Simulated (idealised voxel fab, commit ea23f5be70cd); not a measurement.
process module | voxel tone inversion
cross-section cut | 175 nm wide | cells 5 nm
A cross-section is a grid of square cells, given in bands from the top down. A band is one or more rows of cells.
Each band's line starts with the height of the band's top and of its bottom, in nm. Then come its materials from left to right, each with its width in nm. One material with "throughout" fills the band from edge to edge. "air" is empty space.
Height 0 is the level under which the wafer as received is all one material. The lowest band goes on downwards, as in "0 down".
A width such as "30 to 40" changes by the same amount from each row of cells to the next, from the band's top row to its bottom row.
"no change" after a step means that no cell of the cross-section changed.
closed voids: empty space of 8 cells or more with no open way to the top, each as width x height at its distance from the left edge, in nm
after a step's settings: what the simulator itself notes on the step
overlay nm, on a step with a mask: how far to the right of its planned place the mask lay; to the left if negative
plan
1 op RECEIVE | material Si
2 op CONFORMAL_DEP | material SiN | thk nm 5
3 op DIRECTIONAL_DEP | material aC | thk nm 20
4 op PATTERN | tone cover | mask id POSTS | material resist | width nm 25 | pitch nm 40 | thk nm 25 | overlay nm 0
5 op DIRECTIONAL_ETCH | etch materials aC | depth nm 20
6 op STRIP | etch materials resist
7 op FILL_DEP | material SiO2 | thk nm 10
8 op CMP | height nm 25
9 op STRIP | etch materials aC
10 op CONFORMAL_DEP | material TiN | thk nm 5
11 op FILL_DEP | material Cu | thk nm 5
12 op CMP | height nm 25
13 op CONFORMAL_DEP | material SiN | thk nm 5
as received, after step 1
  0 down: Si throughout
  closed voids: none
first wafer at the end, as planned
  30 to 25: SiN throughout
  25 to 10: SiO2 15 | TiN 5 | Cu 15 | TiN 5 | SiO2 15 | TiN 5 | Cu 15 | TiN 5 | SiO2 15 | TiN 5 | Cu 15 | TiN 5 | SiO2 15 | TiN 5 | Cu 15 | TiN 5 | SiO2 15
  10 to 5: SiO2 15 | TiN 25 | SiO2 15 | TiN 25 | SiO2 15 | TiN 25 | SiO2 15 | TiN 25 | SiO2 15
  5 to 0: SiN throughout
  0 down: Si throughout
  closed voids: none
second wafer at the end: like start, like plan, one mistake
  30 to 25: SiN throughout
  25 to 20: SiO2 throughout
  20 to 0: SiO2 15 | aC 25 | SiO2 15 | aC 25 | SiO2 15 | aC 25 | SiO2 15 | aC 25 | SiO2 15
  0 down: Si throughout
  closed voids: none
what went wrong: step 2 was left out
at the end the second wafer has, in cells: 36 fewer of Cu | 35 fewer of SiN | 35 more of SiO2 | 44 fewer of TiN | 80 more of aC
